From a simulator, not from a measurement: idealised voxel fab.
The following process module bears the name voxel self aligned vias.
In the cross-section labelled cut, the width is 275 nm and each square cell is 5 nm.
Format of a cross-section: grid, square cells. Given as bands. Order: top down. Band: one or more rows of cells.
Top, bottom (nm), then materials left to right with widths (nm); lone material tagged "all across" fills the whole band edge to edge; "blank" = empty space.
We count height from 0. Below that, the starting wafer is all one material. The lowest band never ends at the bottom but goes on down; see "0 nm and below" for how that is written.
The expression "30..40" gives the width at the extremes of the band, the first number at its top row of cells and the second at its bottom row, with the width changing by equal amounts from each row to the next in between.
A step reported as "everything unchanged" is a step in which no cell of the cross-section changed.
Enclosed voids (no open way to top), threshold 8 cells or more, entry "Closed cavities", notation width x height at distance, distance from left edge, nm.
If you see something after the settings on a step's line, that's the simulator's own remark about that step.
If you see "overlay nm" on a step's line and that step has a mask, it's telling you how far right of where it was planned the mask ended up; a negative number means it went left instead.

### Here's what the planned process steps look like
step 1: RECEIVE | material Si
step 2: CONFORMAL_DEP | material SiO2 | thk nm 15
step 3: CONFORMAL_DEP | material SiCN | thk nm 5
step 4: DIRECTIONAL_DEP | material SiO2 | thk nm 25
step 5: PATTERN | tone open | mask id LINES | material resist | width nm 25 | pitch nm 75 | thk nm 15 | overlay nm 0
step 6: DIRECTIONAL_ETCH | etch materials SiO2 | depth nm 25
step 7: STRIP | etch materials resist
step 8: CONFORMAL_DEP | material TiN | thk nm 5
step 9: FILL_DEP | material Ru | thk nm 10
step 10: CMP | height nm 45
step 11: SELECTIVE_ETCH | etch materials W Ru TiN | depth nm 10
step 12: FILL_DEP | material SiN | thk nm 5
step 13: CMP | height nm 45
step 14: DIRECTIONAL_DEP | material SiO2 | thk nm 15
step 15: PATTERN | tone open | mask id VIAS | material resist | width nm 45 | pitch nm 150 | thk nm 20 | overlay nm 0
step 16: DIRECTIONAL_ETCH | etch materials SiO2 | depth nm 15
step 17: DIRECTIONAL_ETCH | etch materials SiN | depth nm 10
step 18: STRIP | etch materials resist
step 19: CONFORMAL_DEP | material TiN | thk nm 5
step 20: FILL_DEP | material W | thk nm 5
step 21: CMP | height nm 60
step 22: CONFORMAL_DEP | material SiN | thk nm 5

### As received (post step 1): cross-section
    0 nm and below: Si all across
    Closed cavities: none

### End-of-module cross-section of the first of two wafers, processed as planned
    65 nm to 60 nm: SiN all across
    60 nm to 50 nm: SiO2 (40)  TiN (5)  W (35)  TiN (5)  SiO2 (105)  TiN (5)  W (35)  TiN (5)  SiO2 (40)
    50 nm to 45 nm: SiO2 (40)  TiN (15)  W (15)  TiN (15)  SiO2 (105)  TiN (15)  W (15)  TiN (15)  SiO2 (40)
    45 nm to 40 nm: SiO2 (50)  TiN (5)  W (15)  TiN (5)  SiO2 (50)  SiN (25)  SiO2 (50)  TiN (5)  W (15)  TiN (5)  SiO2 (50)
    40 nm to 35 nm: SiO2 (50)  TiN (25)  SiO2 (50)  SiN (25)  SiO2 (50)  TiN (25)  SiO2 (50)
    35 nm to 25 nm: SiO2 (50)  TiN (5)  Ru (15)  TiN (5)  SiO2 (50)  TiN (5)  Ru (15)  TiN (5)  SiO2 (50)  TiN (5)  Ru (15)  TiN (5)  SiO2 (50)
    25 nm to 20 nm: SiO2 (50)  TiN (25)  SiO2 (50)  TiN (25)  SiO2 (50)  TiN (25)  SiO2 (50)
    20 nm to 15 nm: SiCN all across
    15 nm to 0 nm: SiO2 all across
    0 nm and below: Si all across
    Closed cavities: none

### Second of two wafers, module complete, sectioned: it shares the first wafer's start and plan but was run with one mistake
    65 nm to 60 nm: SiN all across
    60 nm to 50 nm: SiO2 (40)  TiN (5)  W (35)  TiN (5)  SiO2 (105)  TiN (5)  W (35)  TiN (5)  SiO2 (40)
    50 nm to 45 nm: SiO2 (40)  TiN (45)  SiO2 (105)  TiN (45)  SiO2 (40)
    45 nm to 35 nm: SiN (40)  TiN (10)  SiO2 (25)  TiN (10)  SiN (40)  SiO2 (25)  SiN (40)  TiN (10)  SiO2 (25)  TiN (10)  SiN (40)
    35 nm to 25 nm: Ru (45)  TiN (5)  SiO2 (25)  TiN (5)  Ru (40)  TiN (5)  SiO2 (25)  TiN (5)  Ru (40)  TiN (5)  SiO2 (25)  TiN (5)  Ru (45)
    25 nm to 20 nm: TiN (50)  SiO2 (25)  TiN (50)  SiO2 (25)  TiN (50)  SiO2 (25)  TiN (50)
    20 nm to 15 nm: SiCN all across
    15 nm to 0 nm: SiO2 all across
    0 nm and below: Si all across
    Closed cavities: none
Nonconformance to the process plan: heads up, step 5 didn't go per plan, it actually ran as PATTERN | tone cover | mask id LINES | material resist | width nm 25 | pitch nm 75 | thk nm 15 | overlay nm 0
Heads up, by the end the second wafer has more or fewer cells of some materials compared to the first: 50 more of Ru | 54 more of SiN | 125 fewer of SiO2 | 33 more of TiN | 12 fewer of W
